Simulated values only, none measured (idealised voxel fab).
Name of the process module below: voxel lift off
FYI the section here is cut, 190 nm wide, cells are 5 nm squares.
Cross-section = grid of square cells, listed top down in bands; band = one or more rows. Within each band entry, the heights of the top and of the bottom of the band appear first, in that order and in nm; the materials of the band then follow from left to right, each with its corresponding width in nm. The designation "edge to edge" on a single material indicates that it fills the band from edge to edge; the designation "blank" indicates empty space. Height is counted from the level 0, under which the received wafer is composed throughout of one material. The lowest of the bands is not closed at the bottom but continues downward, in the notation "0 and below". It should be noted that a width expressed as "30..40" varies in equal increments from row to row of cells within the band, taking the value of the first number at the top row and that of the second number at the bottom row. You'll sometimes find "identical to before" written for a step, and that's the way of saying that nowhere in the cross-section did a cell change during that step. So "Sealed internal cavities" is basically the list of trapped voids: any empty space of 8 cells or more that can't reach the top through an opening. They're written width x height at distance, the distance being from the left edge, and it's all nm. Step line, after settings: the simulator's comment on this step. overlay nm: right-of-plan distance of the mask on a masked step; negative values mean left-of-plan.
[The following list gives the planned process steps]
step 1: RECEIVE | material Si
step 2: CONFORMAL_DEP | material Al2O3 | thk nm 15
step 3: PATTERN | tone open | mask id LINES | material resist | width nm 20 | pitch nm 45 | thk nm 30 | overlay nm 0
step 4: DIRECTIONAL_DEP | material Ru | thk nm 15
step 5: STRIP | etch materials resist
step 6: CONFORMAL_DEP | material SiCN | thk nm 10
[Below: the first of two wafers, run as planned]
[Cross-section of the wafer at receipt, which is the condition after step 1]
- 0 and below  Si edge to edge
- Sealed internal cavities: none
[Upon completion of step 2, the wafer appears in cross-section as shown]
- 15 down to 0  Al2O3 edge to edge
- Beneath the level 0, the cross-section is identical to its previous state.
[Upon completion of step 3, the wafer appears in cross-section as shown]
- 45 down to 15  resist=15, then blank=20, then resist=25, then blank=20, then resist=25, then blank=20, then resist=25, then blank=20, then resist=20
- Beneath the level 15, the cross-section is identical to its previous state.
[Upon completion of step 4, the wafer appears in cross-section as shown]
- 60 down to 45  Ru=15, then blank=20, then Ru=25, then blank=20, then Ru=25, then blank=20, then Ru=25, then blank=20, then Ru=20
- 45 down to 30  resist=15, then blank=20, then resist=25, then blank=20, then resist=25, then blank=20, then resist=25, then blank=20, then resist=20
- 30 down to 15  resist=15, then Ru=20, then resist=25, then Ru=20, then resist=25, then Ru=20, then resist=25, then Ru=20, then resist=20
- Beneath the level 15, the cross-section is identical to its previous state.
[Upon completion of step 5, the wafer appears in cross-section as shown]
- 30 down to 15  blank=15, then Ru=20, then blank=25, then Ru=20, then blank=25, then Ru=20, then blank=25, then Ru=20, then blank=20
- Beneath the level 15, the cross-section is identical to its previous state.
[Upon completion of step 6, the wafer appears in cross-section as shown]
- 40 down to 30  blank=5, then SiCN=40, then blank=5, then SiCN=40, then blank=5, then SiCN=40, then blank=5, then SiCN=40, then blank=10
- 30 down to 25  blank=5, then SiCN=10, then Ru=20, then SiCN=10, then blank=5, then SiCN=10, then Ru=20, then SiCN=10, then blank=5, then SiCN=10, then Ru=20, then SiCN=10, then blank=5, then SiCN=10, then Ru=20, then SiCN=10, then blank=10
- 25 down to 15  SiCN=15, then Ru=20, then SiCN=25, then Ru=20, then SiCN=25, then Ru=20, then SiCN=25, then Ru=20, then SiCN=20
- Beneath the level 15, the cross-section is identical to its previous state.
[For the second wafer, take the first wafer's start and plan, then add one mistake made in running it; everything through step 3, that step included, is shared with the first]
[Cross-section of the second wafer at the time step 4 of the plan should have ended]
- 60 down to 45  Al2O3=15, then blank=20, then Al2O3=25, then blank=20, then Al2O3=25, then blank=20, then Al2O3=25, then blank=20, then Al2O3=20
- 45 down to 30  resist=15, then blank=20, then resist=25, then blank=20, then resist=25, then blank=20, then resist=25, then blank=20, then resist=20
- 30 down to 15  resist=15, then Al2O3=20, then resist=25, then Al2O3=20, then resist=25, then Al2O3=20, then resist=25, then Al2O3=20, then resist=20
- Beneath the level 15, the cross-section is identical to its previous state.
[Cross-section of the second wafer at the time step 5 of the plan should have ended]
- 30 down to 15  blank=15, then Al2O3=20, then blank=25, then Al2O3=20, then blank=25, then Al2O3=20, then blank=25, then Al2O3=20, then blank=20
- Beneath the level 15, the cross-section is identical to its previous state.
[Cross-section of the second wafer at the time step 6 of the plan should have ended]
- 40 down to 30  blank=5, then SiCN=40, then blank=5, then SiCN=40, then blank=5, then SiCN=40, then blank=5, then SiCN=40, then blank=10
- 30 down to 25  blank=5, then SiCN=10, then Al2O3=20, then SiCN=10, then blank=5, then SiCN=10, then Al2O3=20, then SiCN=10, then blank=5, then SiCN=10, then Al2O3=20, then SiCN=10, then blank=5, then SiCN=10, then Al2O3=20, then SiCN=10, then blank=10
- 25 down to 15  SiCN=15, then Al2O3=20, then SiCN=25, then Al2O3=20, then SiCN=25, then Al2O3=20, then SiCN=25, then Al2O3=20, then SiCN=20
- Beneath the level 15, the cross-section is identical to its previous state.
What went wrong in running the wafer? step 4 ran with different settings than intended, the actual operation and settings being DIRECTIONAL_DEP | material Al2O3 | thk nm 15
Final comparison by cell count, materials where the second wafer has more or fewer than the first: +48 Al2O3 | -48 Ru
